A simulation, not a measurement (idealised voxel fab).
The following is a process module called voxel gate over fins.
Shown is cross-section cut, with a width of 280 nm and square cells of size 5 nm.
A cross-section in this document is a grid of square cells, and it is written down as bands, the top band listed before the ones below it; a band is made up of one or more rows of cells. This entry defines a band. It first specifies the height of the band's top and the height of its bottom in nm, and then specifies the band's materials from left to right, stating each material with its width in nm. The word "all across" identifies a single material that fills the band from edge to edge, while the word "air" identifies empty space. All heights in this document are referenced to 0, defined as the level beneath which the wafer, as received, consists entirely of one material. The lowest band is not bounded below; it extends indefinitely downward and is written in the form "0 -> down". When a width is written as two numbers, as in "30 to 40", the first number is the width in the top row of cells of the band and the second is the width in its bottom row, and the width changes by the same amount from each row to the next. "no modification" (step): cross-section cells unchanged, all of them. Entry "Closed void inventory". Content: empty spaces with no open connection to the top, size 8 cells or greater. Each: width x height at distance. Distance: from left edge. Unit: nm. Post-settings text on a step line: simulator's own remark regarding the step. The "overlay nm" setting may appear on a step's line; for a step that uses a mask, it gives how far to the right of its planned position the mask lay, and a negative value indicates the left.
THESE ARE THE STEPS WE PLANNED FOR THE PROCESS
1,RECEIVE | material Si
2,CONFORMAL_DEP | material SiN | thk nm 5
3,PATTERN | tone cover | mask id FINS | material resist | width nm 15 | pitch nm 45 | thk nm 20 | overlay nm 0
4,DIRECTIONAL_ETCH | etch materials SiN | depth nm 5
5,DIRECTIONAL_ETCH | etch materials Si | depth nm 35
6,STRIP | etch materials resist
7,FILL_DEP | material SiO2 | thk nm 15
8,CMP | height nm 5
9,SELECTIVE_ETCH | etch materials SiO2 | depth nm 20
10,STRIP | etch materials SiN
11,CONFORMAL_DEP | material HfO2 | thk nm 5
12,CONFORMAL_DEP | material TiN | thk nm 5
13,CONFORMAL_DEP | material TiAl | thk nm 5
14,CONFORMAL_DEP | material TiN | thk nm 5
15,FILL_DEP | material W | thk nm 10
16,CMP | height nm 25
17,CONFORMAL_DEP | material SiN | thk nm 10
FIRST OF TWO WAFERS, WITH THE RUN CARRIED OUT AS PLANNED
HERE'S WHAT THE WAFER LOOKED LIKE IN CROSS-SECTION WHEN IT ARRIVED - THAT'S AFTER STEP 1
- 0 -> down  Si all across
- Closed void inventory: none
THE WAFER, SEEN IN CROSS-SECTION, AFTER STEP 2
- 5 -> 0  SiN all across
- Nothing below the height 0 has changed.
THE WAFER, SEEN IN CROSS-SECTION, AFTER STEP 3
- 25 -> 5  air 110; resist 15; air 30; resist 15; air 110
- Nothing below the height 5 has changed.
THE WAFER, SEEN IN CROSS-SECTION, AFTER STEP 4
- 25 -> 5  air 110; resist 15; air 30; resist 15; air 110
- 5 -> 0  air 110; SiN 15; air 30; SiN 15; air 110
- Nothing below the height 0 has changed.
THE WAFER, SEEN IN CROSS-SECTION, AFTER STEP 5
- 25 -> 5  air 110; resist 15; air 30; resist 15; air 110
- 5 -> 0  air 110; SiN 15; air 30; SiN 15; air 110
- 0 -> -35  air 110; Si 15; air 30; Si 15; air 110
- Nothing below the height -35 has changed.
THE WAFER, SEEN IN CROSS-SECTION, AFTER STEP 6
- 5 -> 0  air 110; SiN 15; air 30; SiN 15; air 110
- Nothing below the height 0 has changed.
THE WAFER, SEEN IN CROSS-SECTION, AFTER STEP 7
- 20 -> 5  SiO2 all across
- 5 -> 0  SiO2 110; SiN 15; SiO2 30; SiN 15; SiO2 110
- 0 -> -35  SiO2 110; Si 15; SiO2 30; Si 15; SiO2 110
- Nothing below the height -35 has changed.
THE WAFER, SEEN IN CROSS-SECTION, AFTER STEP 8
- 5 -> 0  SiO2 110; SiN 15; SiO2 30; SiN 15; SiO2 110
- Nothing below the height 0 has changed.
THE WAFER, SEEN IN CROSS-SECTION, AFTER STEP 9
- 5 -> 0  air 110; SiN 15; air 30; SiN 15; air 110
- 0 -> -15  air 110; Si 15; air 30; Si 15; air 110
- Nothing below the height -15 has changed.
THE WAFER, SEEN IN CROSS-SECTION, AFTER STEP 10
- 0 -> -15  air 110; Si 15; air 30; Si 15; air 110
- Nothing below the height -15 has changed.
THE WAFER, SEEN IN CROSS-SECTION, AFTER STEP 11
- 5 -> 0  air 105; HfO2 25; air 20; HfO2 25; air 105
- 0 -> -10  air 105; HfO2 5; Si 15; HfO2 5; air 20; HfO2 5; Si 15; HfO2 5; air 105
- -10 -> -15  HfO2 110; Si 15; HfO2 30; Si 15; HfO2 110
- Nothing below the height -15 has changed.
THE WAFER, SEEN IN CROSS-SECTION, AFTER STEP 12
- 10 -> 5  air 100; TiN 35; air 10; TiN 35; air 100
- 5 -> 0  air 100; TiN 5; HfO2 25; TiN 5; air 10; TiN 5; HfO2 25; TiN 5; air 100
- 0 -> -5  air 100; TiN 5; HfO2 5; Si 15; HfO2 5; TiN 5; air 10; TiN 5; HfO2 5; Si 15; HfO2 5; TiN 5; air 100
- -5 -> -10  TiN 105; HfO2 5; Si 15; HfO2 5; TiN 20; HfO2 5; Si 15; HfO2 5; TiN 105
- Nothing below the height -10 has changed.
THE WAFER, SEEN IN CROSS-SECTION, AFTER STEP 13
- 15 -> 10  air 95; TiAl 90; air 95
- 10 -> 5  air 95; TiAl 5; TiN 35; TiAl 10; TiN 35; TiAl 5; air 95
- 5 -> 0  air 95; TiAl 5; TiN 5; HfO2 25; TiN 5; TiAl 10; TiN 5; HfO2 25; TiN 5; TiAl 5; air 95
- 0 -> -5  TiAl 100; TiN 5; HfO2 5; Si 15; HfO2 5; TiN 5; TiAl 10; TiN 5; HfO2 5; Si 15; HfO2 5; TiN 5; TiAl 100
- Nothing below the height -5 has changed.
THE WAFER, SEEN IN CROSS-SECTION, AFTER STEP 14
- 20 -> 15  air 90; TiN 100; air 90
- 15 -> 10  air 90; TiN 5; TiAl 90; TiN 5; air 90
- 10 -> 5  air 90; TiN 5; TiAl 5; TiN 35; TiAl 10; TiN 35; TiAl 5; TiN 5; air 90
- 5 -> 0  TiN 95; TiAl 5; TiN 5; HfO2 25; TiN 5; TiAl 10; TiN 5; HfO2 25; TiN 5; TiAl 5; TiN 95
- Nothing below the height 0 has changed.
THE WAFER, SEEN IN CROSS-SECTION, AFTER STEP 15
- 30 -> 20  W all across
- 20 -> 15  W 90; TiN 100; W 90
- 15 -> 10  W 90; TiN 5; TiAl 90; TiN 5; W 90
- 10 -> 5  W 90; TiN 5; TiAl 5; TiN 35; TiAl 10; TiN 35; TiAl 5; TiN 5; W 90
- Nothing below the height 5 has changed.
THE WAFER, SEEN IN CROSS-SECTION, AFTER STEP 16
- 25 -> 20  W all across
- Nothing below the height 20 has changed.
THE WAFER, SEEN IN CROSS-SECTION, AFTER STEP 17
- 35 -> 25  SiN all across
- Nothing below the height 25 has changed.
NOTES, SECOND WAFER: START = FIRST WAFER'S, PLAN = FIRST WAFER'S, EXECUTION HAD ONE MISTAKE; HISTORY IDENTICAL TO FIRST THROUGH STEP 12
Cross-section of the second wafer at the time by which step 13 should have been completed according to the plan: no modification
CROSS-SECTION OF THE SECOND WAFER AT THE TIME BY WHICH STEP 14 SHOULD HAVE BEEN COMPLETED ACCORDING TO THE PLAN
- 15 -> 5  air 95; TiN 90; air 95
- 5 -> 0  air 95; TiN 10; HfO2 25; TiN 20; HfO2 25; TiN 10; air 95
- 0 -> -10  TiN 105; HfO2 5; Si 15; HfO2 5; TiN 20; HfO2 5; Si 15; HfO2 5; TiN 105
- Nothing below the height -10 has changed.
CROSS-SECTION OF THE SECOND WAFER AT THE TIME BY WHICH STEP 15 SHOULD HAVE BEEN COMPLETED ACCORDING TO THE PLAN
- 25 -> 15  W all across
- 15 -> 5  W 95; TiN 90; W 95
- 5 -> 0  W 95; TiN 10; HfO2 25; TiN 20; HfO2 25; TiN 10; W 95
- Nothing below the height 0 has changed.
Cross-section of the second wafer at the time by which step 16 should have been completed according to the plan: no modification
CROSS-SECTION OF THE SECOND WAFER AT THE TIME BY WHICH STEP 17 SHOULD HAVE BEEN COMPLETED ACCORDING TO THE PLAN
- 35 -> 25  SiN all across
- Nothing below the height 25 has changed.
What was the processing mistake? step 13 of the plan did not run at all; it was left out
The final cell counts differ between the wafers, with the second having more or fewer of some materials than the first: -68 TiAl, +6 TiN, +62 W
